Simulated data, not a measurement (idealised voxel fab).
Documented hereafter: the process module known as voxel trench capacitor.
Square cells of 5 nm make up the cross-section cut, whose width is 140 nm.
The cross-sections in this document take the form of a grid made of square cells. They are written out as bands, in order from top to bottom. Each band consists of one or more rows of cells. This entry defines a band. It first specifies the height of the band's top and the height of its bottom in nm, and then specifies the band's materials from left to right, stating each material with its width in nm. The word "full width" identifies a single material that fills the band from edge to edge, while the word "blank" identifies empty space. Heights are measured from 0, the level below which the as-received wafer is all one material; the lowest band has no bottom and continues downward, written as in "0 nm and below". The width entry "30 to 40" should be interpreted row by row: the top row of cells in the band takes the first number, the bottom row takes the second number, and the change between adjacent rows is uniform throughout. Any step labelled "same as before" changed none of the cells in the cross-section. "Fully sealed voids" - sealed voids, min. 8 cells, no opening to top; format: width x height at distance (distance from left edge; nm throughout). It should be noted that, on the line of a given step, the content following the step's settings is a remark produced by the simulator itself with respect to that step. Regarding "overlay nm": on a step with a mask, it is the distance the mask lay to the right of its planned place; a negative value places it to the left.
The steps planned for the process are as follows:
1,RECEIVE with material Si
2,CONFORMAL_DEP with material SiN, thk nm 10
3,DIRECTIONAL_DEP with material aC, thk nm 10
4,PATTERN with tone open, mask id TRENCH, material resist, width nm 15, pitch nm 35, thk nm 25, overlay nm 0
5,DIRECTIONAL_ETCH with etch materials aC, depth nm 10
6,STRIP with etch materials resist
7,DIRECTIONAL_ETCH with etch materials SiN, depth nm 10
8,DIRECTIONAL_ETCH with etch materials Si, depth nm 25
9,STRIP with etch materials aC
10,CONFORMAL_DEP with material SiO2, thk nm 5
11,FILL_DEP with material polySi, thk nm 10
12,CMP with height nm 10
The first wafer of two, processed as planned:
As-received wafer cross-section (after step 1):
> 0 nm and below | Si full width
> Fully sealed voids: none
Step 2 done - wafer cross-section:
> 10 nm to 0 nm | SiN full width
> All layers under 0 are left as they were.
Step 3 done - wafer cross-section:
> 20 nm to 10 nm | aC full width
> All layers under 10 are left as they were.
Step 4 done - wafer cross-section:
> 45 nm to 20 nm | resist 25 nm, then blank 15 nm, then resist 20 nm, then blank 15 nm, then resist 20 nm, then blank 15 nm, then resist 30 nm
> All layers under 20 are left as they were.
Step 5 done - wafer cross-section:
> 35 nm to 20 nm | resist 25 nm, then blank 15 nm, then resist 20 nm, then blank 15 nm, then resist 20 nm, then blank 15 nm, then resist 30 nm
> 20 nm to 10 nm | aC 25 nm, then blank 15 nm, then aC 20 nm, then blank 15 nm, then aC 20 nm, then blank 15 nm, then aC 30 nm
> All layers under 10 are left as they were.
Step 6 done - wafer cross-section:
> 20 nm to 10 nm | aC 25 nm, then blank 15 nm, then aC 20 nm, then blank 15 nm, then aC 20 nm, then blank 15 nm, then aC 30 nm
> All layers under 10 are left as they were.
Step 7 done - wafer cross-section:
> 20 nm to 10 nm | aC 25 nm, then blank 15 nm, then aC 20 nm, then blank 15 nm, then aC 20 nm, then blank 15 nm, then aC 30 nm
> 10 nm to 0 nm | SiN 25 nm, then blank 15 nm, then SiN 20 nm, then blank 15 nm, then SiN 20 nm, then blank 15 nm, then SiN 30 nm
> All layers under 0 are left as they were.
Step 8 done - wafer cross-section:
> 20 nm to 10 nm | aC 25 nm, then blank 15 nm, then aC 20 nm, then blank 15 nm, then aC 20 nm, then blank 15 nm, then aC 30 nm
> 10 nm to 0 nm | SiN 25 nm, then blank 15 nm, then SiN 20 nm, then blank 15 nm, then SiN 20 nm, then blank 15 nm, then SiN 30 nm
> 0 nm to -25 nm | Si 25 nm, then blank 15 nm, then Si 20 nm, then blank 15 nm, then Si 20 nm, then blank 15 nm, then Si 30 nm
> All layers under -25 are left as they were.
Step 9 done - wafer cross-section:
> 10 nm to 0 nm | SiN 25 nm, then blank 15 nm, then SiN 20 nm, then blank 15 nm, then SiN 20 nm, then blank 15 nm, then SiN 30 nm
> All layers under 0 are left as they were.
Step 10 done - wafer cross-section:
> 15 nm to 10 nm | SiO2 30 nm, then blank 5 nm, then SiO2 30 nm, then blank 5 nm, then SiO2 30 nm, then blank 5 nm, then SiO2 35 nm
> 10 nm to 0 nm | SiN 25 nm, then SiO2 5 nm, then blank 5 nm, then SiO2 5 nm, then SiN 20 nm, then SiO2 5 nm, then blank 5 nm, then SiO2 5 nm, then SiN 20 nm, then SiO2 5 nm, then blank 5 nm, then SiO2 5 nm, then SiN 30 nm
> 0 nm to -20 nm | Si 25 nm, then SiO2 5 nm, then blank 5 nm, then SiO2 5 nm, then Si 20 nm, then SiO2 5 nm, then blank 5 nm, then SiO2 5 nm, then Si 20 nm, then SiO2 5 nm, then blank 5 nm, then SiO2 5 nm, then Si 30 nm
> -20 nm to -25 nm | Si 25 nm, then SiO2 15 nm, then Si 20 nm, then SiO2 15 nm, then Si 20 nm, then SiO2 15 nm, then Si 30 nm
> All layers under -25 are left as they were.
Step 11 done - wafer cross-section:
> 25 nm to 15 nm | polySi full width
> 15 nm to 10 nm | SiO2 30 nm, then polySi 5 nm, then SiO2 30 nm, then polySi 5 nm, then SiO2 30 nm, then polySi 5 nm, then SiO2 35 nm
> 10 nm to 0 nm | SiN 25 nm, then SiO2 5 nm, then polySi 5 nm, then SiO2 5 nm, then SiN 20 nm, then SiO2 5 nm, then polySi 5 nm, then SiO2 5 nm, then SiN 20 nm, then SiO2 5 nm, then polySi 5 nm, then SiO2 5 nm, then SiN 30 nm
> 0 nm to -20 nm | Si 25 nm, then SiO2 5 nm, then polySi 5 nm, then SiO2 5 nm, then Si 20 nm, then SiO2 5 nm, then polySi 5 nm, then SiO2 5 nm, then Si 20 nm, then SiO2 5 nm, then polySi 5 nm, then SiO2 5 nm, then Si 30 nm
> All layers under -20 are left as they were.
Step 12 done - wafer cross-section:
> 10 nm to 0 nm | SiN 25 nm, then SiO2 5 nm, then polySi 5 nm, then SiO2 5 nm, then SiN 20 nm, then SiO2 5 nm, then polySi 5 nm, then SiO2 5 nm, then SiN 20 nm, then SiO2 5 nm, then polySi 5 nm, then SiO2 5 nm, then SiN 30 nm
> All layers under 0 are left as they were.
Regarding the second of the two wafers: it shared the first wafer's starting condition and process plan, yet one error occurred during its execution. Its history coincides with that of the first wafer up to and including step 3:
Second wafer shown in cross-section at the time step 4 was slated to end:
> 45 nm to 20 nm | blank 25 nm, then resist 15 nm, then blank 20 nm, then resist 15 nm, then blank 20 nm, then resist 15 nm, then blank 30 nm
> All layers under 20 are left as they were.
Second wafer shown in cross-section at the time step 5 was slated to end:
> 35 nm to 20 nm | blank 25 nm, then resist 15 nm, then blank 20 nm, then resist 15 nm, then blank 20 nm, then resist 15 nm, then blank 30 nm
> 20 nm to 10 nm | blank 25 nm, then aC 15 nm, then blank 20 nm, then aC 15 nm, then blank 20 nm, then aC 15 nm, then blank 30 nm
> All layers under 10 are left as they were.
Second wafer shown in cross-section at the time step 6 was slated to end:
> 20 nm to 10 nm | blank 25 nm, then aC 15 nm, then blank 20 nm, then aC 15 nm, then blank 20 nm, then aC 15 nm, then blank 30 nm
> All layers under 10 are left as they were.
Second wafer shown in cross-section at the time step 7 was slated to end:
> 20 nm to 10 nm | blank 25 nm, then aC 15 nm, then blank 20 nm, then aC 15 nm, then blank 20 nm, then aC 15 nm, then blank 30 nm
> 10 nm to 0 nm | blank 25 nm, then SiN 15 nm, then blank 20 nm, then SiN 15 nm, then blank 20 nm, then SiN 15 nm, then blank 30 nm
> All layers under 0 are left as they were.
Second wafer shown in cross-section at the time step 8 was slated to end:
> 20 nm to 10 nm | blank 25 nm, then aC 15 nm, then blank 20 nm, then aC 15 nm, then blank 20 nm, then aC 15 nm, then blank 30 nm
> 10 nm to 0 nm | blank 25 nm, then SiN 15 nm, then blank 20 nm, then SiN 15 nm, then blank 20 nm, then SiN 15 nm, then blank 30 nm
> 0 nm to -25 nm | blank 25 nm, then Si 15 nm, then blank 20 nm, then Si 15 nm, then blank 20 nm, then Si 15 nm, then blank 30 nm
> All layers under -25 are left as they were.
Second wafer shown in cross-section at the time step 9 was slated to end:
> 10 nm to 0 nm | blank 25 nm, then SiN 15 nm, then blank 20 nm, then SiN 15 nm, then blank 20 nm, then SiN 15 nm, then blank 30 nm
> All layers under 0 are left as they were.
Second wafer shown in cross-section at the time step 10 was slated to end:
> 15 nm to 10 nm | blank 20 nm, then SiO2 25 nm, then blank 10 nm, then SiO2 25 nm, then blank 10 nm, then SiO2 25 nm, then blank 25 nm
> 10 nm to 0 nm | blank 20 nm, then SiO2 5 nm, then SiN 15 nm, then SiO2 5 nm, then blank 10 nm, then SiO2 5 nm, then SiN 15 nm, then SiO2 5 nm, then blank 10 nm, then SiO2 5 nm, then SiN 15 nm, then SiO2 5 nm, then blank 25 nm
> 0 nm to -20 nm | blank 20 nm, then SiO2 5 nm, then Si 15 nm, then SiO2 5 nm, then blank 10 nm, then SiO2 5 nm, then Si 15 nm, then SiO2 5 nm, then blank 10 nm, then SiO2 5 nm, then Si 15 nm, then SiO2 5 nm, then blank 25 nm
> -20 nm to -25 nm | SiO2 25 nm, then Si 15 nm, then SiO2 20 nm, then Si 15 nm, then SiO2 20 nm, then Si 15 nm, then SiO2 30 nm
> All layers under -25 are left as they were.
Second wafer shown in cross-section at the time step 11 was slated to end:
> 25 nm to 15 nm | polySi full width
> 15 nm to 10 nm | polySi 20 nm, then SiO2 25 nm, then polySi 10 nm, then SiO2 25 nm, then polySi 10 nm, then SiO2 25 nm, then polySi 25 nm
> 10 nm to 0 nm | polySi 20 nm, then SiO2 5 nm, then SiN 15 nm, then SiO2 5 nm, then polySi 10 nm, then SiO2 5 nm, then SiN 15 nm, then SiO2 5 nm, then polySi 10 nm, then SiO2 5 nm, then SiN 15 nm, then SiO2 5 nm, then polySi 25 nm
> 0 nm to -20 nm | polySi 20 nm, then SiO2 5 nm, then Si 15 nm, then SiO2 5 nm, then polySi 10 nm, then SiO2 5 nm, then Si 15 nm, then SiO2 5 nm, then polySi 10 nm, then SiO2 5 nm, then Si 15 nm, then SiO2 5 nm, then polySi 25 nm
> All layers under -20 are left as they were.
Second wafer shown in cross-section at the time step 12 was slated to end:
> 10 nm to 0 nm | polySi 20 nm, then SiO2 5 nm, then SiN 15 nm, then SiO2 5 nm, then polySi 10 nm, then SiO2 5 nm, then SiN 15 nm, then SiO2 5 nm, then polySi 10 nm, then SiO2 5 nm, then SiN 15 nm, then SiO2 5 nm, then polySi 25 nm
> All layers under 0 are left as they were.
Deviation noted in wafer processing: step 4 did not happen as planned, as run it was PATTERN with tone cover, mask id TRENCH, material resist, width nm 15, pitch nm 35, thk nm 25, overlay nm 0
Bottom line after processing is that, in cells, the second wafer is up or down on some materials versus the first: -50 Si | -20 SiN | +10 SiO2 | +60 polySi
